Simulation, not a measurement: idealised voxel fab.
Process module, titled voxel fin reveal
FYI the section here is cut, 250 nm wide, cells are 5 nm squares.
For the purposes of this document, a cross-section shall be understood as a grid of square cells, specified as bands listed in top-to-bottom order, each band consisting of one or more rows of cells. This entry defines a band. It first specifies the height of the band's top and the height of its bottom in nm, and then specifies the band's materials from left to right, stating each material with its width in nm. The word "all across" identifies a single material that fills the band from edge to edge, while the word "empty" identifies empty space. Heights from 0 (as-received wafer is one material below). Bottom band endless downward, as "0 down". The expression "30..40" gives the width at the extremes of the band, the first number at its top row of cells and the second at its bottom row, with the width changing by equal amounts from each row to the next in between. It should be understood that the words "all unchanged", when stated for a given step, signify that the cross-section underwent no change in any of its cells during that step. Reported under the label "Fully enclosed voids" are the empty spaces having no open way to the top and comprising 8 cells or more; the notation for each is width x height at distance, in which the distance is measured from the left edge and all three values are in nm. Whatever follows a step's settings on its line is a remark the simulator itself makes about that step. The setting "overlay nm" may be written on the line of a step. When the step uses a mask, the value reports how far to the right of the planned place the mask lay, and a negative value reports that it lay to the left.
PLANNED STEP LIST FOR THE PROCESS
1: RECEIVE with material Si
2: CONFORMAL_DEP with material SiN, thk nm 10
3: DIRECTIONAL_DEP with material aC, thk nm 10
4: PATTERN with tone cover, mask id FINS, material resist, width nm 15, pitch nm 40, thk nm 25, overlay nm 0
5: DIRECTIONAL_ETCH with etch materials aC, depth nm 10
6: STRIP with etch materials resist
7: DIRECTIONAL_ETCH with etch materials SiN, depth nm 10
8: DIRECTIONAL_ETCH with etch materials Si, depth nm 40
9: STRIP with etch materials aC
10: OXIDIZE with depth nm 5
11: FILL_DEP with material SiO2, thk nm 15
12: CMP with height nm 10
13: SELECTIVE_ETCH with etch materials SiO2, depth nm 20
14: STRIP with etch materials SiN
INCOMING WAFER IN CROSS-SECTION (STATE: AFTER STEP 1)
> 0 down  Si all across
> Fully enclosed voids: none
THIS IS HOW THE WAFER LOOKS IN CROSS-SECTION ONCE THE MODULE IS DONE, GIVEN THE STARTING STATE AND PLAN ABOVE AND ONE MISTAKE IN CARRYING THE PLAN OUT
> 0 to -10  empty=95  Si=15  empty=25  Si=15  empty=100
> -10 to -45  SiO2=95  Si=15  SiO2=25  Si=15  SiO2=100
> -45 down  Si all across
> Fully enclosed voids: none
Processing error: step 4, actual vs plan mismatch, actual run PATTERN with tone cover, mask id FINS, material resist, width nm 25, pitch nm 40, thk nm 25, overlay nm 0
